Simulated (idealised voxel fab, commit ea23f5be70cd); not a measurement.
A process module follows: voxel quadruple lines.
Section cut is 290 nm wide and gridded with 5 nm square cells.
How to read a cross-section here: the picture is a grid of square cells, written as bands going from the top down, and any band can span one or more rows of cells. Quick guide to a band line: top height, bottom height (nm) up front; then every material left to right with its width in nm. Only one material and it's marked "everywhere"? Then it fills the band edge to edge. And "air" just means empty space. Counting heights begins at 0, where everything beneath is, in the wafer as received, one material. The lowest band has no bottom; it goes on downwards, as "0 down" shows. When a width is written as two numbers, as in "30->40", the first number is the width in the top row of cells of the band and the second is the width in its bottom row, and the width changes by the same amount from each row to the next. "stayed the same" (step): cross-section cells unchanged, all of them. Closed empty spaces (no open way to the top) of 8 cells or more are what "Closed void catalog" lists, each as width x height at distance from the left edge, nm for all three. Heads up: the bit after the settings on a step's line is the simulator's remark on that step. "overlay nm", when on a step's line for a step with a mask, measures how far to the right of its planned place the mask lay; a negative measure means to the left.

[The following list gives the planned process steps]
1: RECEIVE, material Si
2: CONFORMAL_DEP, material SiO2, thk nm 10
3: DIRECTIONAL_DEP, material Ru, thk nm 10
4: DIRECTIONAL_DEP, material polySi, thk nm 15
5: DIRECTIONAL_DEP, material aC, thk nm 20
6: PATTERN, tone cover, mask id MANDREL, material resist, width nm 20, thk nm 25, overlay nm 0
7: DIRECTIONAL_ETCH, etch materials aC, depth nm 20
8: STRIP, etch materials resist
9: CONFORMAL_DEP, material SiO2, thk nm 10
10: DIRECTIONAL_ETCH, etch materials SiO2, depth nm 10
11: STRIP, etch materials aC
12: DIRECTIONAL_ETCH, etch materials polySi, depth nm 15
13: STRIP, etch materials SiO2
14: CONFORMAL_DEP, material SiCN, thk nm 5
15: DIRECTIONAL_ETCH, etch materials SiCN, depth nm 5
16: STRIP, etch materials polySi
17: DIRECTIONAL_ETCH, etch materials Ru, depth nm 10
18: STRIP, etch materials SiCN
19: FILL_DEP, material SiO2, thk nm 10
20: CMP, height nm 20

[Wafer at receipt (post step 1), cross-section]
0 down: Si everywhere
Closed void catalog: none

[Module complete - cross-section of the first of two wafers, run according to plan]
20 to 10: SiO2 (120) | Ru (5) | SiO2 (10) | Ru (5) | SiO2 (10) | Ru (5) | SiO2 (10) | Ru (5) | SiO2 (120)
10 to 0: SiO2 everywhere
0 down: Si everywhere
Closed void catalog: none

[The second wafer, shown in cross-section after the module: started the same way as the first and given the same plan, yet one mistake crept into how it was run]
10 to 0: SiO2 everywhere
0 down: Si everywhere
Closed void catalog: none
Want to know what went wrong? step 20 was run on a setting that differed from the plan, and what really ran there is CMP, height nm 10
Final wafer comparison in cells, second versus first, more or fewer per material: -8 Ru, -108 SiO2
